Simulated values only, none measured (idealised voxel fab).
Module name: voxel capacitor over wiring (process module)
Section shown: cut. Width: 145 nm. Cell size: 5 nm, square.
Heads up, the way a cross-section reads in here is a grid of square cells, handed over as bands from the top down, with every band being one or more rows of cells. Per band: top height and bottom height in nm, followed by the left-to-right materials and their widths in nm; "edge to edge" marks a single material spanning edge to edge, "blank" marks empty space. Convention: height 0 is the level below which the wafer, as received, is all one material. The lowest band does not terminate at the bottom but continues downward, represented as "from 0 down". Read "30->40" as a graded width: first number on top, second number at the bottom, same change between each pair of neighbouring rows. Where the words "nothing got changed" appear for a step, the cross-section shows no cell changed by that step; every cell remained as before. Entry "Enclosed void catalog" = empty spaces >= 8 cells with no open way to the top; each as width x height at distance, distance from left edge, all nm. Where a step's line continues beyond its settings, the continuation is a remark by the simulator itself on that step. "overlay nm" on a masked step: distance the mask lay right of its planned place, negative for left.
-- Planned step list for the process
1: RECEIVE, material Si
2: CONFORMAL_DEP, material SiO2, thk nm 10
3: CONFORMAL_DEP, material SiN, thk nm 5
4: DIRECTIONAL_DEP, material SiO2, thk nm 15
5: MASKED_ETCH, tone open, mask id METAL_1, width nm 20, pitch nm 85, etch materials SiO2, depth nm 15, overlay nm 0
6: MASKED_ETCH, tone open, mask id METAL_1, width nm 20, pitch nm 85, etch materials SiN, depth nm 5, overlay nm 0
7: CONFORMAL_DEP, material TiN, thk nm 5
8: FILL_DEP, material W, thk nm 10
9: CMP, height nm 30
10: CONFORMAL_DEP, material SiCN, thk nm 5
11: DIRECTIONAL_DEP, material SiO2, thk nm 20
12: DIRECTIONAL_DEP, material aC, thk nm 10
13: PATTERN, tone open, mask id PLUG_1, material resist, width nm 15, thk nm 25, overlay nm 0
14: DIRECTIONAL_ETCH, etch materials aC, depth nm 10
15: STRIP, etch materials resist
16: DIRECTIONAL_ETCH, etch materials SiO2, depth nm 20
17: DIRECTIONAL_ETCH, etch materials SiCN, depth nm 5
18: STRIP, etch materials aC
19: EPI, material Ru, thk nm 10
20: EPI, material Ru, thk nm 10
21: EPI, material Ru, thk nm 5
22: DIRECTIONAL_DEP, material TiN, thk nm 5
23: DIRECTIONAL_DEP, material SiN, thk nm 5
24: DIRECTIONAL_DEP, material TiN, thk nm 10
25: MASKED_ETCH, tone cover, mask id UPPER_PLATE, width nm 70, etch materials TiN, depth nm 10, overlay nm 0
26: MASKED_ETCH, tone cover, mask id UPPER_PLATE, width nm 70, etch materials SiN, depth nm 5, overlay nm 0
27: DIRECTIONAL_DEP, material aC, thk nm 15
28: PATTERN, tone cover, mask id LOWER_PLATE, material resist, width nm 80, thk nm 35, overlay nm 0
29: DIRECTIONAL_ETCH, etch materials aC, depth nm 15
30: STRIP, etch materials resist
31: DIRECTIONAL_ETCH, etch materials TiN, depth nm 5
32: STRIP, etch materials aC
33: FILL_DEP, material SiO2, thk nm 15
34: CMP, height nm 85
35: MASKED_ETCH, tone open, mask id PLUG_2, width nm 15, etch materials SiO2, depth nm 10, overlay nm 0
36: CONFORMAL_DEP, material TiN, thk nm 5
37: FILL_DEP, material Cu, thk nm 5
38: CMP, height nm 85
39: CONFORMAL_DEP, material SiCN, thk nm 5
-- Cross-section of the incoming wafer, state after step 1
    from 0 down: Si edge to edge
    Enclosed void catalog: none
-- First of two wafers: cross-section at end of module, run per plan
    from 90 to 85: SiCN edge to edge
    from 85 to 80: SiO2 35; TiN 5; Cu 5; TiN 5; SiO2 95
    from 80 to 75: SiO2 35; TiN 15; SiO2 95
    from 75 to 65: SiO2 25; TiN 70; SiO2 50
    from 65 to 60: SiO2 25; SiN 70; SiO2 50
    from 60 to 55: SiO2 20; TiN 80; SiO2 45
    from 55 to 35: SiO2 25; Ru 15; SiO2 105
    from 35 to 30: SiCN 25; Ru 15; SiCN 105
    from 30 to 15: SiO2 20; TiN 5; W 10; TiN 5; SiO2 65; TiN 5; W 10; TiN 5; SiO2 20
    from 15 to 10: SiN 20; TiN 20; SiN 65; TiN 20; SiN 20
    from 10 to 0: SiO2 edge to edge
    from 0 down: Si edge to edge
    Enclosed void catalog: none
-- Here's the second of our two wafers sectioned at module end. Same start as the first, same plan, but one mistake got made running it
    from 90 to 85: SiCN edge to edge
    from 85 to 80: SiO2 35; TiN 5; Cu 5; TiN 5; SiO2 95
    from 80 to 75: SiO2 35; TiN 15; SiO2 95
    from 75 to 65: SiO2 25; TiN 70; SiO2 50
    from 65 to 60: SiO2 25; SiN 70; SiO2 50
    from 60 to 55: SiO2 20; TiN 80; SiO2 45
    from 55 to 35: SiO2 25; Ru 15; SiO2 105
    from 35 to 30: SiCN 25; Ru 15; SiCN 105
    from 30 to 25: W edge to edge
    from 25 to 20: TiN 25; W 10; TiN 75; W 10; TiN 25
    from 20 to 5: SiO2 20; TiN 5; W 10; TiN 5; SiO2 65; TiN 5; W 10; TiN 5; SiO2 20
    from 5 to 0: SiN 20; TiN 20; SiN 65; TiN 20; SiN 20
    from 0 down: Si edge to edge
    Enclosed void catalog: none
Heads up, the wafer didn't run the way we planned it: step 2 of the plan did not run at all; it was left out
Final comparison by cell count, materials where the second wafer has more or fewer than the first: -58 SiO2, +25 TiN, +33 W
